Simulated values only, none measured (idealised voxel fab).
process module | voxel fin reveal
cross-section cut | 215 nm wide | cells 5 nm
A cross-section is a grid of square cells, given in bands from the top down. A band is one or more rows of cells.
Each band's line starts with the height of the band's top and of its bottom, in nm. Then come its materials from left to right, each with its width in nm. One material with "throughout" fills the band from edge to edge. "air" is empty space.
Height 0 is the level under which the wafer as received is all one material. The lowest band goes on downwards, as in "0 down".
A width such as "30 to 40" changes by the same amount from each row of cells to the next, from the band's top row to its bottom row.
"no change" after a step means that no cell of the cross-section changed.
closed voids: empty space of 8 cells or more with no open way to the top, each as width x height at its distance from the left edge, in nm
after a step's settings: what the simulator itself notes on the step
overlay nm, on a step with a mask: how far to the right of its planned place the mask lay; to the left if negative
plan
1 op RECEIVE | material Si
2 op CONFORMAL_DEP | material SiN | thk nm 10
3 op MASKED_ETCH | tone cover | mask id FINS | width nm 15 | pitch nm 45 | etch materials SiN | depth nm 10 | overlay nm 0
4 op MASKED_ETCH | tone cover | mask id FINS | width nm 15 | pitch nm 45 | etch materials Si | depth nm 30 | overlay nm 0
5 op OXIDIZE | depth nm 5
6 op FILL_DEP | material SiO2 | thk nm 15
7 op CMP | height nm 10
8 op SELECTIVE_ETCH | etch materials SiO2 | depth nm 20
9 op STRIP | etch materials SiN
as received, after step 1
  0 down: Si throughout
  closed voids: none
a wafer at the end: this start, this plan, one mistake
  10 to 0: air 75 | SiN 15 | air 30 | SiN 15 | air 80
  0 to -35: air 80 | Si 5 | air 40 | Si 5 | air 85
  -35 down: Si throughout
  closed voids: none
what went wrong: step 9 ran as: op STRIP | etch materials SiO2
